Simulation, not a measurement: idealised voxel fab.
The document below concerns the process module designated voxel ribs on slabs.
Each square cell in cross-section cut measures 5 nm, and the section as a whole is 220 nm wide.
How to read a cross-section here: the picture is a grid of square cells, written as bands going from the top down, and any band can span one or more rows of cells.
Top height, bottom height, nm. Materials left to right, width each, nm. Single material + "full width" = fills band edge to edge. "air" = empty.
Beneath 0, the wafer as received is one material, and that level is where height counting begins. The lowest band goes on downward without a bottom; it is written like "top 0, no bottom".
Note: "30->40" means the width goes from the first number (top row of the band) to the second number (bottom row) in equal steps per row of cells.
"stayed the same" means the step left every cell of the cross-section as it was.
This entry, "Closed void register", enumerates those empty regions of no fewer than 8 cells that possess no open connection to the top. Each region is reported in the form width x height at distance, the distance being taken from the left edge, with all three quantities expressed in nm.
It should be noted that, on the line of a given step, the content following the step's settings is a remark produced by the simulator itself with respect to that step.
overlay nm: step with mask; distance mask lay right of planned place; negative value = left of planned place.
**Steps in the process plan**
1) RECEIVE: material Si
2) DIRECTIONAL_DEP: material SiO2, thk nm 20
3) DIRECTIONAL_DEP: material SiN, thk nm 25
4) DIRECTIONAL_DEP: material aC, thk nm 15
5) PATTERN: tone cover, mask id RIB, material resist, width nm 15, thk nm 30, overlay nm 0
6) DIRECTIONAL_ETCH: etch materials aC, depth nm 15
7) STRIP: etch materials resist
8) DIRECTIONAL_ETCH: etch materials SiN, depth nm 20
9) STRIP: etch materials aC
10) DIRECTIONAL_DEP: material aC, thk nm 10
11) PATTERN: tone cover, mask id SLAB, material resist, width nm 45, thk nm 30, overlay nm 0
12) DIRECTIONAL_ETCH: etch materials aC, depth nm 10
13) STRIP: etch materials resist
14) DIRECTIONAL_ETCH: etch materials SiN, depth nm 5
15) STRIP: etch materials aC
16) FILL_DEP: material SiO2, thk nm 25
17) CMP: height nm 60
18) DIRECTIONAL_DEP: material TiN, thk nm 5
19) MASKED_ETCH: tone cover, mask id HEATER, width nm 25, etch materials TiN, depth nm 5, overlay nm 0
20) CONFORMAL_DEP: material SiO2, thk nm 10
**As received (post step 1): cross-section**
	top 0, no bottom | Si full width
	Closed void register: none
**Cross-section, end of module. Start: as above. Plan: as above. Execution: one mistake**
	top 75, bottom 70 | air=85  SiO2=45  air=90
	top 70, bottom 65 | SiO2 full width
	top 65, bottom 60 | SiO2=95  TiN=25  SiO2=100
	top 60, bottom 45 | SiO2 full width
	top 45, bottom 40 | SiO2=85  SiN=15  SiO2=15  SiN=15  SiO2=90
	top 40, bottom 25 | SiN=100  SiO2=15  SiN=105
	top 25, bottom 20 | SiN full width
	top 20, bottom 0 | SiO2 full width
	top 0, no bottom | Si full width
	Closed void register: none
What was done differently from what was planned? off-plan run, step 5, actual operation and settings PATTERN: tone open, mask id RIB, material resist, width nm 15, thk nm 30, overlay nm 0
